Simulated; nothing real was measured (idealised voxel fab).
You're looking at the process module voxel spacer lines.
We display cut, a cross-section 275 nm in width whose square cells are each 5 nm.
In this document a cross-section is written as a grid of square cells. It is given as a series of bands, listed from the top down, and a band is one or more rows of cells.
What a band's entry tells you: where the top is and where the bottom is, as heights in nm, and after that what lies inside, material by material from left to right, each with its width in nm. Empty space is written as the word "blank", and a single material marked with the word "full width" occupies the band from edge to edge.
All heights in this document are referenced to 0, defined as the level beneath which the wafer, as received, consists entirely of one material. The lowest band is not bounded below; it extends indefinitely downward and is written in the form "top 0, no bottom".
The two numbers in a width such as "30->40" mark its ends across the band: the first belongs to the top row of cells, the second to the bottom row, and from each row to the next the width moves by the same amount.
A step reported as "no alterations made" is a step in which no cell of the cross-section changed.
Empty spaces without an open route to the top, at least 8 cells in extent, make up the entry "Non-vented voids"; each is given as width x height at distance, where the distance is measured from the left edge, and all are in nm.
The remark found on a step's line after its settings is issued by the simulator itself and pertains to that step.
overlay nm: on a step with a mask, how far right of its planned place the mask lay; negative means left.
### The following list gives the planned process steps
step 1: op RECEIVE | material Si
step 2: op CONFORMAL_DEP | material Al2O3 | thk nm 5
step 3: op DIRECTIONAL_DEP | material SiN | thk nm 15
step 4: op DIRECTIONAL_DEP | material polySi | thk nm 20
step 5: op PATTERN | tone cover | mask id MANDREL | material resist | width nm 25 | pitch nm 70 | thk nm 25 | overlay nm 0
step 6: op DIRECTIONAL_ETCH | etch materials polySi | depth nm 20
step 7: op STRIP | etch materials resist
step 8: op CONFORMAL_DEP | material SiO2 | thk nm 10
step 9: op DIRECTIONAL_ETCH | etch materials SiO2 | depth nm 10
step 10: op STRIP | etch materials polySi
step 11: op DIRECTIONAL_ETCH | etch materials SiN | depth nm 15
step 12: op STRIP | etch materials SiO2
### Of two wafers, the first: run according to plan
### Here's what the wafer looked like in cross-section when it arrived - that's after step 1
top 0, no bottom | Si full width
Non-vented voids: none
### Cross-section through the wafer, step 2 finished
top 5, bottom 0 | Al2O3 full width
For the remainder of the cross-section, below 0, there is no change.
### Cross-section through the wafer, step 3 finished
top 20, bottom 5 | SiN full width
For the remainder of the cross-section, below 5, there is no change.
### Cross-section through the wafer, step 4 finished
top 40, bottom 20 | polySi full width
For the remainder of the cross-section, below 20, there is no change.
### Cross-section through the wafer, step 5 finished
top 65, bottom 40 | 55 of blank | 25 of resist | 45 of blank | 25 of resist | 45 of blank | 25 of resist | 55 of blank
For the remainder of the cross-section, below 40, there is no change.
### Cross-section through the wafer, step 6 finished
top 65, bottom 40 | 55 of blank | 25 of resist | 45 of blank | 25 of resist | 45 of blank | 25 of resist | 55 of blank
top 40, bottom 20 | 55 of blank | 25 of polySi | 45 of blank | 25 of polySi | 45 of blank | 25 of polySi | 55 of blank
For the remainder of the cross-section, below 20, there is no change.
### Cross-section through the wafer, step 7 finished
top 40, bottom 20 | 55 of blank | 25 of polySi | 45 of blank | 25 of polySi | 45 of blank | 25 of polySi | 55 of blank
For the remainder of the cross-section, below 20, there is no change.
### Cross-section through the wafer, step 8 finished
top 50, bottom 40 | 45 of blank | 45 of SiO2 | 25 of blank | 45 of SiO2 | 25 of blank | 45 of SiO2 | 45 of blank
top 40, bottom 30 | 45 of blank | 10 of SiO2 | 25 of polySi | 10 of SiO2 | 25 of blank | 10 of SiO2 | 25 of polySi | 10 of SiO2 | 25 of blank | 10 of SiO2 | 25 of polySi | 10 of SiO2 | 45 of blank
top 30, bottom 20 | 55 of SiO2 | 25 of polySi | 45 of SiO2 | 25 of polySi | 45 of SiO2 | 25 of polySi | 55 of SiO2
For the remainder of the cross-section, below 20, there is no change.
### Cross-section through the wafer, step 9 finished
top 40, bottom 20 | 45 of blank | 10 of SiO2 | 25 of polySi | 10 of SiO2 | 25 of blank | 10 of SiO2 | 25 of polySi | 10 of SiO2 | 25 of blank | 10 of SiO2 | 25 of polySi | 10 of SiO2 | 45 of blank
For the remainder of the cross-section, below 20, there is no change.
### Cross-section through the wafer, step 10 finished
top 40, bottom 20 | 45 of blank | 10 of SiO2 | 25 of blank | 10 of SiO2 | 25 of blank | 10 of SiO2 | 25 of blank | 10 of SiO2 | 25 of blank | 10 of SiO2 | 25 of blank | 10 of SiO2 | 45 of blank
For the remainder of the cross-section, below 20, there is no change.
### Cross-section through the wafer, step 11 finished
top 40, bottom 20 | 45 of blank | 10 of SiO2 | 25 of blank | 10 of SiO2 | 25 of blank | 10 of SiO2 | 25 of blank | 10 of SiO2 | 25 of blank | 10 of SiO2 | 25 of blank | 10 of SiO2 | 45 of blank
top 20, bottom 5 | 45 of blank | 10 of SiN | 25 of blank | 10 of SiN | 25 of blank | 10 of SiN | 25 of blank | 10 of SiN | 25 of blank | 10 of SiN | 25 of blank | 10 of SiN | 45 of blank
For the remainder of the cross-section, below 5, there is no change.
### Cross-section through the wafer, step 12 finished
top 20, bottom 5 | 45 of blank | 10 of SiN | 25 of blank | 10 of SiN | 25 of blank | 10 of SiN | 25 of blank | 10 of SiN | 25 of blank | 10 of SiN | 25 of blank | 10 of SiN | 45 of blank
For the remainder of the cross-section, below 5, there is no change.
### Wafer two: like wafer one in start and plan, but with one mistake in execution; identical up to and including step 4
### Second wafer, cut view, end of step 5 per plan
top 65, bottom 40 | 55 of blank | 30 of resist | 40 of blank | 30 of resist | 40 of blank | 30 of resist | 50 of blank
For the remainder of the cross-section, below 40, there is no change.
### Second wafer, cut view, end of step 6 per plan
top 65, bottom 40 | 55 of blank | 30 of resist | 40 of blank | 30 of resist | 40 of blank | 30 of resist | 50 of blank
top 40, bottom 20 | 55 of blank | 30 of polySi | 40 of blank | 30 of polySi | 40 of blank | 30 of polySi | 50 of blank
For the remainder of the cross-section, below 20, there is no change.
### Second wafer, cut view, end of step 7 per plan
top 40, bottom 20 | 55 of blank | 30 of polySi | 40 of blank | 30 of polySi | 40 of blank | 30 of polySi | 50 of blank
For the remainder of the cross-section, below 20, there is no change.
### Second wafer, cut view, end of step 8 per plan
top 50, bottom 40 | 45 of blank | 50 of SiO2 | 20 of blank | 50 of SiO2 | 20 of blank | 50 of SiO2 | 40 of blank
top 40, bottom 30 | 45 of blank | 10 of SiO2 | 30 of polySi | 10 of SiO2 | 20 of blank | 10 of SiO2 | 30 of polySi | 10 of SiO2 | 20 of blank | 10 of SiO2 | 30 of polySi | 10 of SiO2 | 40 of blank
top 30, bottom 20 | 55 of SiO2 | 30 of polySi | 40 of SiO2 | 30 of polySi | 40 of SiO2 | 30 of polySi | 50 of SiO2
For the remainder of the cross-section, below 20, there is no change.
### Second wafer, cut view, end of step 9 per plan
top 40, bottom 20 | 45 of blank | 10 of SiO2 | 30 of polySi | 10 of SiO2 | 20 of blank | 10 of SiO2 | 30 of polySi | 10 of SiO2 | 20 of blank | 10 of SiO2 | 30 of polySi | 10 of SiO2 | 40 of blank
For the remainder of the cross-section, below 20, there is no change.
### Second wafer, cut view, end of step 10 per plan
top 40, bottom 20 | 45 of blank | 10 of SiO2 | 30 of blank | 10 of SiO2 | 20 of blank | 10 of SiO2 | 30 of blank | 10 of SiO2 | 20 of blank | 10 of SiO2 | 30 of blank | 10 of SiO2 | 40 of blank
For the remainder of the cross-section, below 20, there is no change.
### Second wafer, cut view, end of step 11 per plan
top 40, bottom 20 | 45 of blank | 10 of SiO2 | 30 of blank | 10 of SiO2 | 20 of blank | 10 of SiO2 | 30 of blank | 10 of SiO2 | 20 of blank | 10 of SiO2 | 30 of blank | 10 of SiO2 | 40 of blank
top 20, bottom 5 | 45 of blank | 10 of SiN | 30 of blank | 10 of SiN | 20 of blank | 10 of SiN | 30 of blank | 10 of SiN | 20 of blank | 10 of SiN | 30 of blank | 10 of SiN | 40 of blank
For the remainder of the cross-section, below 5, there is no change.
### Second wafer, cut view, end of step 12 per plan
top 20, bottom 5 | 45 of blank | 10 of SiN | 30 of blank | 10 of SiN | 20 of blank | 10 of SiN | 30 of blank | 10 of SiN | 20 of blank | 10 of SiN | 30 of blank | 10 of SiN | 40 of blank
For the remainder of the cross-section, below 5, there is no change.
Deviation from plan: for step 5, the planned setting was not used; the step was instead run as op PATTERN | tone cover | mask id MANDREL | material resist | width nm 30 | pitch nm 70 | thk nm 25 | overlay nm 0
Matching per-material cell counts, mismatched positions: that is how the second wafer compares with the first at the end.
